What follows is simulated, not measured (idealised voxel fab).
Proc. module: voxel capacitor over wiring
The figure presents cross-section cut, which has a width of 190 nm and is divided into square cells with an edge length of 5 nm.
Cross-section spec: square-cell grid; bands listed top down; each band is one or more rows. Quick guide to a band line: top height, bottom height (nm) up front; then every material left to right with its width in nm. Only one material and it's marked "full width"? Then it fills the band edge to edge. And "blank" just means empty space. Heights from 0 (as-received wafer is one material below). Bottom band endless downward, as "top 0, no bottom". The two numbers in a width such as "30..40" mark its ends across the band: the first belongs to the top row of cells, the second to the bottom row, and from each row to the next the width moves by the same amount. The designation "remained unchanged", where it is given for a processing step, indicates that no cell of the cross-section was altered in the course of that step. For the entry "Enclosed cavities", the listed items are empty spaces with no open way to the top whose size is 8 cells or more; each item follows the pattern width x height at distance, where distance is from the left edge and all three are in nm. The remark found on a step's line after its settings is issued by the simulator itself and pertains to that step. What "overlay nm" on a step's line means: if the step has a mask, that mask lay this far to the right of its planned place, or, when the value is negative, to the left.

[Process steps foreseen in the plan]
1) RECEIVE: material Si
2) CONFORMAL_DEP: material SiO2, thk nm 10
3) DIRECTIONAL_DEP: material TiN, thk nm 5
4) DIRECTIONAL_DEP: material W, thk nm 25
5) DIRECTIONAL_DEP: material aC, thk nm 10
6) PATTERN: tone cover, mask id METAL_1, material resist, width nm 20, pitch nm 75, thk nm 30, overlay nm 0
7) DIRECTIONAL_ETCH: etch materials aC, depth nm 10
8) STRIP: etch materials resist
9) DIRECTIONAL_ETCH: etch materials W, depth nm 25
10) DIRECTIONAL_ETCH: etch materials TiN, depth nm 5
11) STRIP: etch materials aC
12) FILL_DEP: material lowk, thk nm 10
13) CMP: height nm 40
14) CONFORMAL_DEP: material SiCN, thk nm 5
15) DIRECTIONAL_DEP: material lowk, thk nm 15
16) MASKED_ETCH: tone open, mask id PLUG_1, width nm 15, etch materials lowk, depth nm 15, overlay nm 0
17) MASKED_ETCH: tone open, mask id PLUG_1, width nm 15, etch materials SiCN, depth nm 5, overlay nm 0
18) CONFORMAL_DEP: material TiN, thk nm 5
19) FILL_DEP: material Cu, thk nm 5
20) CMP: height nm 60
21) DIRECTIONAL_DEP: material TiN, thk nm 10
22) DIRECTIONAL_DEP: material SiN, thk nm 5
23) DIRECTIONAL_DEP: material TiN, thk nm 10
24) PATTERN: tone cover, mask id UPPER_PLATE, material resist, width nm 60, thk nm 15, overlay nm 0
25) DIRECTIONAL_ETCH: etch materials TiN, depth nm 10
26) DIRECTIONAL_ETCH: etch materials SiN, depth nm 5
27) STRIP: etch materials resist
28) PATTERN: tone cover, mask id LOWER_PLATE, material resist, width nm 70, thk nm 15, overlay nm 0
29) DIRECTIONAL_ETCH: etch materials TiN, depth nm 10
30) STRIP: etch materials resist
31) FILL_DEP: material SiO2, thk nm 20
32) CMP: height nm 100
33) MASKED_ETCH: tone open, mask id PLUG_2, width nm 15, etch materials SiO2, depth nm 15, overlay nm 0
34) CONFORMAL_DEP: material TiN, thk nm 5
35) FILL_DEP: material Cu, thk nm 10
36) CMP: height nm 100
37) CONFORMAL_DEP: material SiCN, thk nm 5

[Wafer as received: cross-section following step 1]
	top 0, no bottom: Si full width
	Enclosed cavities: none

[Cross-section: first of two wafers, module finished, run according to plan]
	top 105, bottom 100: SiCN full width
	top 100, bottom 90: SiO2 60; TiN 5; Cu 5; TiN 5; SiO2 115
	top 90, bottom 85: SiO2 60; TiN 15; SiO2 115
	top 85, bottom 75: SiO2 50; TiN 60; SiO2 80
	top 75, bottom 70: SiO2 50; SiN 60; SiO2 80
	top 70, bottom 60: SiO2 45; TiN 70; SiO2 75
	top 60, bottom 45: lowk 50; TiN 5; Cu 5; TiN 5; lowk 125
	top 45, bottom 40: SiCN 50; TiN 15; SiCN 125
	top 40, bottom 15: lowk 45; W 20; lowk 55; W 20; lowk 50
	top 15, bottom 10: lowk 45; TiN 20; lowk 55; TiN 20; lowk 50
	top 10, bottom 0: SiO2 full width
	top 0, no bottom: Si full width
	Enclosed cavities: none

[Cross-section, wafer two of two, end of module: same start and plan as wafer one, one error in execution]
	top 105, bottom 100: SiCN full width
	top 100, bottom 90: SiO2 60; TiN 5; Cu 5; TiN 5; SiO2 115
	top 90, bottom 85: SiO2 60; TiN 15; SiO2 115
	top 85, bottom 75: SiO2 50; TiN 60; SiO2 80
	top 75, bottom 70: SiO2 50; SiN 60; SiO2 80
	top 70, bottom 60: SiO2 45; TiN 70; SiO2 75
	top 60, bottom 45: lowk 50; TiN 5; Cu 5; TiN 5; lowk 125
	top 45, bottom 40: SiCN 50; TiN 15; SiCN 125
	top 40, bottom 15: lowk 40; W 30; lowk 45; W 30; lowk 45
	top 15, bottom 10: lowk 40; TiN 30; lowk 45; TiN 30; lowk 45
	top 10, bottom 0: SiO2 full width
	top 0, no bottom: Si full width
	Enclosed cavities: none
Diagnosis: not per plan at step 6, really ran PATTERN: tone cover, mask id METAL_1, material resist, width nm 30, pitch nm 75, thk nm 30, overlay nm 0
At the finish, the second wafer shows more or fewer cells for some materials than the first does: 4 more of TiN, 20 more of W, 24 fewer of lowk
